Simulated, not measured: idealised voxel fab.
The document below concerns the process module designated voxel trench capacitor.
In the cross-section labelled cut, the width is 270 nm and each square cell is 5 nm.
We lay out every cross-section as a grid of square cells and spell it out in bands from the top down, where one band means one or more rows of cells. A band entry consists of two parts. The first gives the height of the band's top and the height of its bottom, in nm. The rest lists the band's materials from left to right, each with its width in nm. A single material labelled with the word "throughout" fills the band from edge to edge, and the word "blank" marks empty space. Convention: height 0 is the level below which the wafer, as received, is all one material. The lowest band does not terminate at the bottom but continues downward, represented as "0 nm and below". When a width is written as two numbers, as in "30->40", the first number is the width in the top row of cells of the band and the second is the width in its bottom row, and the width changes by the same amount from each row to the next. Key: "left unchanged" - step with no changed cell in the cross-section. Voids not open to the top, 8 cells minimum: see "Fully enclosed voids". Written width x height at distance; distance is from the left edge; nm. On each step's line, the part that comes after the settings is the simulator's own comment on the step. The setting "overlay nm" may be written on the line of a step. When the step uses a mask, the value reports how far to the right of the planned place the mask lay, and a negative value reports that it lay to the left.
### These are the steps we planned for the process
1,op RECEIVE | material Si
2,op CONFORMAL_DEP | material SiN | thk nm 5
3,op DIRECTIONAL_DEP | material aC | thk nm 15
4,op PATTERN | tone open | mask id TRENCH | material resist | width nm 15 | pitch nm 30 | thk nm 35 | overlay nm 0
5,op DIRECTIONAL_ETCH | etch materials aC | depth nm 15
6,op STRIP | etch materials resist
7,op DIRECTIONAL_ETCH | etch materials SiN | depth nm 5
8,op DIRECTIONAL_ETCH | etch materials Si | depth nm 35
9,op STRIP | etch materials aC
10,op CONFORMAL_DEP | material SiO2 | thk nm 5
11,op FILL_DEP | material polySi | thk nm 10
12,op CMP | height nm 5
### So this is the incoming wafer in cross-section - it's already been through step 1
> 0 nm and below  Si throughout
> Fully enclosed voids: none
### Cross-section, first of two wafers, end of module, run as planned
> 5 nm to 0 nm  95 of SiN; 5 of SiO2; 5 of polySi; 5 of SiO2; 15 of SiN; 5 of SiO2; 5 of polySi; 5 of SiO2; 15 of SiN; 5 of SiO2; 5 of polySi; 5 of SiO2; 100 of SiN
> 0 nm to -30 nm  95 of Si; 5 of SiO2; 5 of polySi; 5 of SiO2; 15 of Si; 5 of SiO2; 5 of polySi; 5 of SiO2; 15 of Si; 5 of SiO2; 5 of polySi; 5 of SiO2; 100 of Si
> -30 nm to -35 nm  95 of Si; 15 of SiO2; 15 of Si; 15 of SiO2; 15 of Si; 15 of SiO2; 100 of Si
> -35 nm and below  Si throughout
> Fully enclosed voids: none
### Cross-section, second wafer: same start as the first, same plan as the first, one mistake in running it; taken at the end of the module
> 20 nm to 10 nm  polySi throughout
> 10 nm to 5 nm  100 of SiO2; 5 of polySi; 25 of SiO2; 5 of polySi; 25 of SiO2; 5 of polySi; 105 of SiO2
> 5 nm to 0 nm  95 of SiN; 5 of SiO2; 5 of polySi; 5 of SiO2; 15 of SiN; 5 of SiO2; 5 of polySi; 5 of SiO2; 15 of SiN; 5 of SiO2; 5 of polySi; 5 of SiO2; 100 of SiN
> 0 nm to -30 nm  95 of Si; 5 of SiO2; 5 of polySi; 5 of SiO2; 15 of Si; 5 of SiO2; 5 of polySi; 5 of SiO2; 15 of Si; 5 of SiO2; 5 of polySi; 5 of SiO2; 100 of Si
> -30 nm to -35 nm  95 of Si; 15 of SiO2; 15 of Si; 15 of SiO2; 15 of Si; 15 of SiO2; 100 of Si
> -35 nm and below  Si throughout
> Fully enclosed voids: none
The plan and the run diverged here: step 12 of the plan was omitted and not executed
Count the cells at the end and the second wafer has more or fewer of some materials than the first: SiO2 +51; polySi +111
